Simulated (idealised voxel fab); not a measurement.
Herein follows the process module entitled voxel spacer lines.
Displayed cross-section: cut, width of 220 nm, square cells sized 5 nm.
Reading order for cross-sections: top band down to bottom band. Underlying form: a grid of square cells. Band size: one or more rows of cells. Look at the band entry: it leads with the top's height and the bottom's height in nm. Then it lists the materials left to right, with a width in nm for each. The word "edge to edge" on a single material says that material fills the band edge to edge. The word "empty" is empty space. Beneath 0, the wafer as received is one material, and that level is where height counting begins. The lowest band goes on downward without a bottom; it is written like "0 and below". Quick explanation for "30->40": the width changes in equal steps down the rows of cells, from the first number in the band's top row to the second number in its bottom row. Any step labelled "nothing changed" changed none of the cells in the cross-section. The entry "Fully enclosed voids" lists the empty spaces that cover at least 8 cells and have no open path to the top. Each is written as width x height at distance, where the distance is measured from the left edge and all three values are in nm. What comes after the settings on a step's line is commentary from the simulator itself on that step. The "overlay nm" setting may appear on a step's line; for a step that uses a mask, it gives how far to the right of its planned position the mask lay, and a negative value indicates the left.
-- Process steps - plan
1. op RECEIVE | material Si
2. op CONFORMAL_DEP | material Al2O3 | thk nm 10
3. op DIRECTIONAL_DEP | material SiN | thk nm 10
4. op DIRECTIONAL_DEP | material aC | thk nm 25
5. op PATTERN | tone cover | mask id MANDREL | material resist | width nm 15 | pitch nm 60 | thk nm 30 | overlay nm 0
6. op DIRECTIONAL_ETCH | etch materials aC | depth nm 25
7. op STRIP | etch materials resist
8. op CONFORMAL_DEP | material SiO2 | thk nm 15
9. op DIRECTIONAL_ETCH | etch materials SiO2 | depth nm 15
10. op STRIP | etch materials aC
11. op DIRECTIONAL_ETCH | etch materials SiN | depth nm 10
12. op STRIP | etch materials SiO2
13. op FILL_DEP | material SiO2 | thk nm 5
14. op CMP | height nm 20
-- Step 1 complete: cross-section of the wafer as received
0 and below = Si edge to edge
Fully enclosed voids: none
-- End-of-module XS, first of two wafers, run as planned
20 down to 10 = SiO2 25 nm, then SiN 15 nm, then SiO2 15 nm, then SiN 15 nm, then SiO2 15 nm, then SiN 15 nm, then SiO2 15 nm, then SiN 15 nm, then SiO2 15 nm, then SiN 15 nm, then SiO2 15 nm, then SiN 15 nm, then SiO2 30 nm
10 down to 0 = Al2O3 edge to edge
0 and below = Si edge to edge
Fully enclosed voids: none
-- Module end: cross-section of wafer two of two. Same start and process plan as the first wafer. One mistake during execution
20 down to 10 = SiO2 25 nm, then SiN 15 nm, then SiO2 20 nm, then SiN 15 nm, then SiO2 10 nm, then SiN 15 nm, then SiO2 20 nm, then SiN 15 nm, then SiO2 10 nm, then SiN 15 nm, then SiO2 20 nm, then SiN 15 nm, then SiO2 25 nm
10 down to 0 = Al2O3 edge to edge
0 and below = Si edge to edge
Fully enclosed voids: none
What was the processing mistake? contrary to plan, step 5 was performed as op PATTERN | tone cover | mask id MANDREL | material resist | width nm 20 | pitch nm 60 | thk nm 30 | overlay nm 0
at the end the second wafer has, in cells: as many of each material as the first, in other places
